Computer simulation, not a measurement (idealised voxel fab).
The name of this process module is voxel gate over fins.
Square cell edge 5 nm, section width 240 nm, ID cut.
Each cross-section below is a grid of square cells, stated as bands in top-down order, with one or more rows of cells making up each band. This entry defines a band. It first specifies the height of the band's top and the height of its bottom in nm, and then specifies the band's materials from left to right, stating each material with its width in nm. The word "everywhere" identifies a single material that fills the band from edge to edge, while the word "blank" identifies empty space. Basically, 0 is our baseline, since under it the wafer straight out of the box is all one material. The bottom band has no lower end and keeps on going down, so it looks like "from 0 down". Width "30->40": first value at the band's top row of cells, second value at its bottom row, equal change from row to row. What does "same as before" mean for a step? It means no cell of the cross-section changed in that step. Enclosed voids (no open way to top), threshold 8 cells or more, entry "Entrapped voids", notation width x height at distance, distance from left edge, nm. Past the settings on a step's line: simulator remark, on that step. Regarding "overlay nm": on a step with a mask, it is the distance the mask lay to the right of its planned place; a negative value places it to the left.

Set out below are the planned steps of the process:
- 1: RECEIVE, material Si
- 2: CONFORMAL_DEP, material SiN, thk nm 5
- 3: PATTERN, tone cover, mask id FINS, material resist, width nm 15, pitch nm 60, thk nm 20, overlay nm 0
- 4: DIRECTIONAL_ETCH, etch materials SiN, depth nm 5
- 5: DIRECTIONAL_ETCH, etch materials Si, depth nm 40
- 6: STRIP, etch materials resist
- 7: FILL_DEP, material SiO2, thk nm 10
- 8: CMP, height nm 5
- 9: MASKED_ETCH, tone open, mask id RAIL, width nm 15, etch materials SiO2, depth nm 40, overlay nm 0
- 10: CONFORMAL_DEP, material TiN, thk nm 5
- 11: FILL_DEP, material W, thk nm 10
- 12: CMP, height nm 5
- 13: SELECTIVE_ETCH, etch materials W Ru TiN, depth nm 30
- 14: FILL_DEP, material SiO2, thk nm 5
- 15: CMP, height nm 5
- 16: SELECTIVE_ETCH, etch materials SiO2, depth nm 20
- 17: STRIP, etch materials SiN
- 18: CONFORMAL_DEP, material HfO2, thk nm 5
- 19: CONFORMAL_DEP, material TiN, thk nm 5
- 20: FILL_DEP, material W, thk nm 10
- 21: CMP, height nm 15
- 22: CONFORMAL_DEP, material SiN, thk nm 10

Cross-section of the wafer at receipt, which is the condition after step 1:
	from 0 down  Si everywhere
	Entrapped voids: none

End-of-module cross-section of the first of two wafers, processed as planned:
	from 25 to 15  SiN everywhere
	from 15 to 10  W everywhere
	from 10 to 5  W=10; TiN=35; W=25; TiN=35; W=25; TiN=35; W=25; TiN=35; W=15
	from 5 to 0  W=10; TiN=5; HfO2=25; TiN=5; W=25; TiN=5; HfO2=25; TiN=5; W=25; TiN=5; HfO2=25; TiN=5; W=25; TiN=5; HfO2=25; TiN=5; W=15
	from 0 to -5  W=10; TiN=5; HfO2=5; Si=15; HfO2=5; TiN=5; W=25; TiN=5; HfO2=5; Si=15; HfO2=5; TiN=5; W=25; TiN=5; HfO2=5; Si=15; HfO2=5; TiN=5; W=25; TiN=5; HfO2=5; Si=15; HfO2=5; TiN=5; W=15
	from -5 to -10  TiN=15; HfO2=5; Si=15; HfO2=5; TiN=35; HfO2=5; Si=15; HfO2=5; TiN=35; HfO2=5; Si=15; HfO2=5; TiN=35; HfO2=5; Si=15; HfO2=5; TiN=20
	from -10 to -15  HfO2=20; Si=15; HfO2=45; Si=15; HfO2=45; Si=15; HfO2=45; Si=15; HfO2=25
	from -15 to -25  SiO2=20; Si=15; SiO2=45; Si=15; SiO2=45; Si=15; SiO2=45; Si=15; SiO2=25
	from -25 to -30  SiO2=20; Si=15; SiO2=15; TiN=5; W=5; TiN=5; SiO2=15; Si=15; SiO2=45; Si=15; SiO2=45; Si=15; SiO2=25
	from -30 to -35  SiO2=20; Si=15; SiO2=15; TiN=15; SiO2=15; Si=15; SiO2=45; Si=15; SiO2=45; Si=15; SiO2=25
	from -35 to -40  SiO2=20; Si=15; SiO2=45; Si=15; SiO2=45; Si=15; SiO2=45; Si=15; SiO2=25
	from -40 down  Si everywhere
	Entrapped voids: none

This cross-section belongs to the second wafer of two at the end of the module; the start and the plan were shared with the first, and the run included one mistake:
	from 25 to 15  SiN everywhere
	from 15 to 10  W everywhere
	from 10 to 5  TiN everywhere
	from 5 to 0  HfO2=25; TiN=5; HfO2=55; TiN=5; HfO2=55; TiN=5; HfO2=55; TiN=5; HfO2=30
	from 0 to -10  Si=20; HfO2=5; TiN=5; HfO2=5; Si=45; HfO2=5; TiN=5; HfO2=5; Si=45; HfO2=5; TiN=5; HfO2=5; Si=45; HfO2=5; TiN=5; HfO2=5; Si=25
	from -10 to -15  Si=20; HfO2=15; Si=45; HfO2=15; Si=45; HfO2=15; Si=45; HfO2=15; Si=25
	from -15 to -40  Si=20; SiO2=15; Si=45; SiO2=15; Si=45; SiO2=15; Si=45; SiO2=15; Si=25
	from -40 down  Si everywhere
	Entrapped voids: none
Which mistake was made when the wafer was run? note that step 3 departed from the planned setting and was carried out as PATTERN, tone open, mask id FINS, material resist, width nm 15, pitch nm 60, thk nm 20, overlay nm 0
End check, counted in cells, second wafer has more or fewer of these materials than the first: 192 more of Si; 114 fewer of SiO2; 17 fewer of TiN; 61 fewer of W
